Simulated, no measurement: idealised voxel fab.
The process module presented herein is designated voxel gate over fins.
Xsec cut, 260 nm wide, square cell size 5 nm.
The cross-sections in this document take the form of a grid made of square cells. They are written out as bands, in order from top to bottom. Each band consists of one or more rows of cells.
Per band: top height and bottom height in nm, followed by the left-to-right materials and their widths in nm; "edge to edge" marks a single material spanning edge to edge, "empty" marks empty space.
Zero point of the height axis is 0; under it, received wafer = one material. Lowest band: continues down indefinitely, "0 -> down".
Graded width ("30 to 40"): value in top row of band = first number; value in bottom row = second number; row-to-row change constant.
Given "left unchanged" for a step, no cell of the cross-section differs between before and after that step.
Basically, "Closed cavities" tells you about the enclosed voids: empty spaces with no open way to the top, 8 cells or bigger, each written width x height at distance, where distance is from the left edge, all in nm.
Formally, on a step line, whatever follows the settings is a remark that the simulator itself makes on the step.
Each step line may optionally specify "overlay nm", which for a step with a mask gives the rightward distance between the mask's planned place and where it lay, a negative value indicating the leftward direction.
Everything after this point is organized in pairs: a cross-section before one process step, a cross-section after it that shows only as deep as the lowest changed band, and, under the pair, the intervening step with its settings. Because different runs of this module on the same starting wafer can supply different pairs, a pair continues from the pair above it only if its entry headed "Status quo ante" says so.
Status quo ante:
	10 -> 0  empty=90  SiN=15  empty=25  SiN=15  empty=115
	0 -> -30  empty=90  Si=15  empty=25  Si=15  empty=115
	-30 -> down  Si edge to edge
	Closed cavities: none
Sectional View, Post-Process:
	15 -> 10  SiO2 edge to edge
	10 -> 0  SiO2=90  SiN=15  SiO2=25  SiN=15  SiO2=115
	0 -> -30  SiO2=90  Si=15  SiO2=25  Si=15  SiO2=115
	All layers under -30 are left as they were.
	Closed cavities: none
The transition between the preceding cross-sections is accomplished by FILL_DEP (material SiO2; thk nm 5)
Status quo ante: equal to the after panel directly above.
Sectional View, Post-Process:
	10 -> 0  SiO2=90  SiN=15  SiO2=25  SiN=15  SiO2=115
	All layers under 0 are left as they were.
	Closed cavities: none
The transition between the preceding cross-sections is accomplished by CMP (height nm 10)
Status quo ante: equal to the after panel directly above.
Sectional View, Post-Process:
	10 -> 0  empty=90  SiN=15  empty=25  SiN=15  empty=115
	0 -> -15  empty=90  Si=15  empty=25  Si=15  empty=115
	All layers under -15 are left as they were.
	Closed cavities: none
The transition between the preceding cross-sections is accomplished by SELECTIVE_ETCH (etch materials SiO2; depth nm 25)
Status quo ante: equal to the after panel directly above.
Sectional View, Post-Process:
	0 -> -15  empty=90  Si=15  empty=25  Si=15  empty=115
	All layers under -15 are left as they were.
	Closed cavities: none
The transition between the preceding cross-sections is accomplished by STRIP (etch materials SiN)
Status quo ante: equal to the after panel directly above.
Sectional View, Post-Process:
	5 -> 0  empty=85  HfO2=25  empty=15  HfO2=25  empty=110
	0 -> -10  empty=85  HfO2=5  Si=15  HfO2=5  empty=15  HfO2=5  Si=15  HfO2=5  empty=110
	-10 -> -15  HfO2=90  Si=15  HfO2=25  Si=15  HfO2=115
	All layers under -15 are left as they were.
	Closed cavities: none
The transition between the preceding cross-sections is accomplished by CONFORMAL_DEP (material HfO2; thk nm 5)
Status quo ante: equal to the after panel directly above.
Sectional View, Post-Process:
	10 -> 5  empty=80  TiN=35  empty=5  TiN=35  empty=105
	5 -> 0  empty=80  TiN=5  HfO2=25  TiN=5  empty=5  TiN=5  HfO2=25  TiN=5  empty=105
	0 -> -5  empty=80  TiN=5  HfO2=5  Si=15  HfO2=5  TiN=5  empty=5  TiN=5  HfO2=5  Si=15  HfO2=5  TiN=5  empty=105
	-5 -> -10  TiN=85  HfO2=5  Si=15  HfO2=5  TiN=15  HfO2=5  Si=15  HfO2=5  TiN=110
	All layers under -10 are left as they were.
	Closed cavities: none
The transition between the preceding cross-sections is accomplished by CONFORMAL_DEP (material TiN; thk nm 5)
Status quo ante: equal to the after panel directly above.
Sectional View, Post-Process:
	15 -> 10  empty=75  TiAl=85  empty=100
	10 -> 5  empty=75  TiAl=5  TiN=35  TiAl=5  TiN=35  TiAl=5  empty=100
	5 -> 0  empty=75  TiAl=5  TiN=5  HfO2=25  TiN=5  TiAl=5  TiN=5  HfO2=25  TiN=5  TiAl=5  empty=100
	0 -> -5  TiAl=80  TiN=5  HfO2=5  Si=15  HfO2=5  TiN=5  TiAl=5  TiN=5  HfO2=5  Si=15  HfO2=5  TiN=5  TiAl=105
	All layers under -5 are left as they were.
	Closed cavities: none
The transition between the preceding cross-sections is accomplished by CONFORMAL_DEP (material TiAl; thk nm 5)
Status quo ante: equal to the after panel directly above.
Sectional View, Post-Process:
	20 -> 15  empty=70  TiN=95  empty=95
	15 -> 10  empty=70  TiN=5  TiAl=85  TiN=5  empty=95
	10 -> 5  empty=70  TiN=5  TiAl=5  TiN=35  TiAl=5  TiN=35  TiAl=5  TiN=5  empty=95
	5 -> 0  TiN=75  TiAl=5  TiN=5  HfO2=25  TiN=5  TiAl=5  TiN=5  HfO2=25  TiN=5  TiAl=5  TiN=100
	All layers under 0 are left as they were.
	Closed cavities: none
The transition between the preceding cross-sections is accomplished by CONFORMAL_DEP (material TiN; thk nm 5)
Status quo ante: equal to the after panel directly above.
Sectional View, Post-Process:
	30 -> 20  W edge to edge
	20 -> 15  W=70  TiN=95  W=95
	15 -> 10  W=70  TiN=5  TiAl=85  TiN=5  W=95
	10 -> 5  W=70  TiN=5  TiAl=5  TiN=35  TiAl=5  TiN=35  TiAl=5  TiN=5  W=95
	All layers under 5 are left as they were.
	Closed cavities: none
The transition between the preceding cross-sections is accomplished by FILL_DEP (material W; thk nm 10)
Status quo ante: equal to the after panel directly above.
Sectional View, Post-Process:
	25 -> 20  W edge to edge
	All layers under 20 are left as they were.
	Closed cavities: none
The transition between the preceding cross-sections is accomplished by CMP (height nm 25)
Status quo ante: equal to the after panel directly above.
Sectional View, Post-Process:
	35 -> 25  SiCN edge to edge
	All layers under 25 are left as they were.
	Closed cavities: none
The transition between the preceding cross-sections is accomplished by CONFORMAL_DEP (material SiCN; thk nm 10)
Status quo ante:
	0 -> down  Si edge to edge
	Closed cavities: none
Sectional View, Post-Process:
	10 -> 0  HfO2 edge to edge
	All layers under 0 are left as they were.
	Closed cavities: none
The transition between the preceding cross-sections is accomplished by CONFORMAL_DEP (material HfO2; thk nm 10)
Status quo ante: equal to the after panel directly above.
Sectional View, Post-Process:
	20 -> 10  aC edge to edge
	All layers under 10 are left as they were.
	Closed cavities: none
The transition between the preceding cross-sections is accomplished by DIRECTIONAL_DEP (material aC; thk nm 10)
Status quo ante: equal to the after panel directly above.
Sectional View, Post-Process:
	50 -> 20  empty=100  resist=15  empty=25  resist=15  empty=105
	All layers under 20 are left as they were.
	Closed cavities: none
The transition between the preceding cross-sections is accomplished by PATTERN (tone cover; mask id FINS; material resist; width nm 15; pitch nm 40; thk nm 30; overlay nm 0)
Status quo ante: equal to the after panel directly above.
Sectional View, Post-Process:
	40 -> 20  empty=100  resist=15  empty=25  resist=15  empty=105
	20 -> 10  empty=100  aC=15  empty=25  aC=15  empty=105
	All layers under 10 are left as they were.
	Closed cavities: none
The transition between the preceding cross-sections is accomplished by DIRECTIONAL_ETCH (etch materials aC; depth nm 10)
Status quo ante: equal to the after panel directly above.
Sectional View, Post-Process:
	20 -> 10  empty=100  aC=15  empty=25  aC=15  empty=105
	All layers under 10 are left as they were.
	Closed cavities: none
The transition between the preceding cross-sections is accomplished by STRIP (etch materials resist)
Status quo ante: equal to the after panel directly above.
Sectional View, Post-Process:
	10 -> 0  HfO2 edge to edge
	All layers under 0 are left as they were.
	Closed cavities: none
The transition between the preceding cross-sections is accomplished by STRIP (etch materials aC)
Status quo ante: equal to the after panel directly above.
Sectional View, Post-Process:
	15 -> 10  SiO2 edge to edge
	All layers under 10 are left as they were.
	Closed cavities: none
The transition between the preceding cross-sections is accomplished by FILL_DEP (material SiO2; thk nm 5)
Status quo ante: equal to the after panel directly above.
Sectional View, Post-Process:
	10 -> 0  HfO2 edge to edge
	All layers under 0 are left as they were.
	Closed cavities: none
The transition between the preceding cross-sections is accomplished by CMP (height nm 10)
Status quo ante: equal to the after panel directly above.
Sectional View, Post-Process:
	15 -> 0  HfO2 edge to edge
	All layers under 0 are left as they were.
	Closed cavities: none
The transition between the preceding cross-sections is accomplished by CONFORMAL_DEP (material HfO2; thk nm 5)
Status quo ante: equal to the after panel directly above.
Sectional View, Post-Process:
	20 -> 15  TiN edge to edge
	All layers under 15 are left as they were.
	Closed cavities: none
The transition between the preceding cross-sections is accomplished by CONFORMAL_DEP (material TiN; thk nm 5)
Status quo ante: equal to the after panel directly above.
Sectional View, Post-Process:
	25 -> 20  TiAl edge to edge
	All layers under 20 are left as they were.
	Closed cavities: none
The transition between the preceding cross-sections is accomplished by CONFORMAL_DEP (material TiAl; thk nm 5)
Status quo ante: equal to the after panel directly above.
Sectional View, Post-Process:
	30 -> 25  TiN edge to edge
	All layers under 25 are left as they were.
	Closed cavities: none
The transition between the preceding cross-sections is accomplished by CONFORMAL_DEP (material TiN; thk nm 5)
Status quo ante: equal to the after panel directly above.
Sectional View, Post-Process:
	40 -> 30  W edge to edge
	All layers under 30 are left as they were.
	Closed cavities: none
The transition between the preceding cross-sections is accomplished by FILL_DEP (material W; thk nm 10)
Status quo ante: equal to the after panel directly above.
Sectional View, Post-Process:
	25 -> 20  TiAl edge to edge
	All layers under 20 are left as they were.
	Closed cavities: none
The transition between the preceding cross-sections is accomplished by CMP (height nm 25)
Status quo ante: equal to the after panel directly above.
Sectional View, Post-Process:
	35 -> 25  SiCN edge to edge
	All layers under 25 are left as they were.
	Closed cavities: none
The transition between the preceding cross-sections is accomplished by CONFORMAL_DEP (material SiCN; thk nm 10)
Status quo ante:
	20 -> 10  aC edge to edge
	10 -> 0  SiN edge to edge
	0 -> down  Si edge to edge
	Closed cavities: none
Sectional View, Post-Process:
	50 -> 20  resist=100  empty=15  resist=25  empty=15  resist=105
	All layers under 20 are left as they were.
	Closed cavities: none
The transition between the preceding cross-sections is accomplished by PATTERN (tone open; mask id FINS; material resist; width nm 15; pitch nm 40; thk nm 30; overlay nm 0)
Status quo ante: equal to the after panel directly above.
Sectional View, Post-Process:
	40 -> 20  resist=100  empty=15  resist=25  empty=15  resist=105
	20 -> 10  aC=100  empty=15  aC=25  empty=15  aC=105
	All layers under 10 are left as they were.
	Closed cavities: none
The transition between the preceding cross-sections is accomplished by DIRECTIONAL_ETCH (etch materials aC; depth nm 10)
Status quo ante: equal to the after panel directly above.
Sectional View, Post-Process:
	20 -> 10  aC=100  empty=15  aC=25  empty=15  aC=105
	All layers under 10 are left as they were.
	Closed cavities: none
The transition between the preceding cross-sections is accomplished by STRIP (etch materials resist)
Status quo ante: equal to the after panel directly above.
Sectional View, Post-Process:
	20 -> 10  aC=100  empty=15  aC=25  empty=15  aC=105
	10 -> 0  SiN=100  empty=15  SiN=25  empty=15  SiN=105
	All layers under 0 are left as they were.
	Closed cavities: none
The transition between the preceding cross-sections is accomplished by DIRECTIONAL_ETCH (etch materials SiN; depth nm 10)
Status quo ante: equal to the after panel directly above.
Sectional View, Post-Process:
	20 -> 10  aC=100  empty=15  aC=25  empty=15  aC=105
	10 -> 0  SiN=100  empty=15  SiN=25  empty=15  SiN=105
	0 -> -30  Si=100  empty=15  Si=25  empty=15  Si=105
	All layers under -30 are left as they were.
	Closed cavities: none
The transition between the preceding cross-sections is accomplished by DIRECTIONAL_ETCH (etch materials Si; depth nm 30)
Status quo ante: equal to the after panel directly above.
Sectional View, Post-Process:
	10 -> 0  SiN=100  empty=15  SiN=25  empty=15  SiN=105
	All layers under 0 are left as they were.
	Closed cavities: none
The transition between the preceding cross-sections is accomplished by STRIP (etch materials aC)
Status quo ante: equal to the after panel directly above.
Sectional View, Post-Process:
	15 -> 10  SiO2 edge to edge
	10 -> 0  SiN=100  SiO2=15  SiN=25  SiO2=15  SiN=105
	0 -> -30  Si=100  SiO2=15  Si=25  SiO2=15  Si=105
	All layers under -30 are left as they were.
	Closed cavities: none
The transition between the preceding cross-sections is accomplished by FILL_DEP (material SiO2; thk nm 5)
Status quo ante: equal to the after panel directly above.
Sectional View, Post-Process:
	10 -> 0  SiN=100  SiO2=15  SiN=25  SiO2=15  SiN=105
	All layers under 0 are left as they were.
	Closed cavities: none
The transition between the preceding cross-sections is accomplished by CMP (height nm 10)
Status quo ante: equal to the after panel directly above.
Sectional View, Post-Process:
	10 -> 0  SiN=100  empty=15  SiN=25  empty=15  SiN=105
	0 -> -15  Si=100  empty=15  Si=25  empty=15  Si=105
	All layers under -15 are left as they were.
	Closed cavities: none
The transition between the preceding cross-sections is accomplished by SELECTIVE_ETCH (etch materials SiO2; depth nm 25)
Status quo ante: equal to the after panel directly above.
Sectional View, Post-Process:
	0 -> -15  Si=100  empty=15  Si=25  empty=15  Si=105
	All layers under -15 are left as they were.
	Closed cavities: none
The transition between the preceding cross-sections is accomplished by STRIP (etch materials SiN)
Status quo ante: equal to the after panel directly above.
Sectional View, Post-Process:
	5 -> 0  HfO2=105  empty=5  HfO2=35  empty=5  HfO2=110
	0 -> -10  Si=100  HfO2=5  empty=5  HfO2=5  Si=25  HfO2=5  empty=5  HfO2=5  Si=105
	-10 -> -15  Si=100  HfO2=15  Si=25  HfO2=15  Si=105
	All layers under -15 are left as they were.
	Closed cavities: none
The transition between the preceding cross-sections is accomplished by CONFORMAL_DEP (material HfO2; thk nm 5)
Status quo ante: equal to the after panel directly above.
Sectional View, Post-Process:
	10 -> 5  TiN edge to edge
	5 -> 0  HfO2=105  TiN=5  HfO2=35  TiN=5  HfO2=110
	0 -> -10  Si=100  HfO2=5  TiN=5  HfO2=5  Si=25  HfO2=5  TiN=5  HfO2=5  Si=105
	All layers under -10 are left as they were.
	Closed cavities: none
The transition between the preceding cross-sections is accomplished by CONFORMAL_DEP (material TiN; thk nm 5)
Status quo ante: equal to the after panel directly above.
Sectional View, Post-Process:
	15 -> 10  TiAl edge to edge
	All layers under 10 are left as they were.
	Closed cavities: none
The transition between the preceding cross-sections is accomplished by CONFORMAL_DEP (material TiAl; thk nm 5)
Status quo ante: equal to the after panel directly above.
Sectional View, Post-Process:
	20 -> 15  TiN edge to edge
	All layers under 15 are left as they were.
	Closed cavities: none
The transition between the preceding cross-sections is accomplished by CONFORMAL_DEP (material TiN; thk nm 5)
Status quo ante: equal to the after panel directly above.
Sectional View, Post-Process:
	30 -> 20  W edge to edge
	All layers under 20 are left as they were.
	Closed cavities: none
The transition between the preceding cross-sections is accomplished by FILL_DEP (material W; thk nm 10)
Status quo ante: equal to the after panel directly above.
Sectional View, Post-Process:
	25 -> 20  W edge to edge
	All layers under 20 are left as they were.
	Closed cavities: none
The transition between the preceding cross-sections is accomplished by CMP (height nm 25)
Status quo ante: equal to the after panel directly above.
Sectional View, Post-Process:
	35 -> 25  SiCN edge to edge
	All layers under 25 are left as they were.
	Closed cavities: none
The transition between the preceding cross-sections is accomplished by CONFORMAL_DEP (material SiCN; thk nm 10)
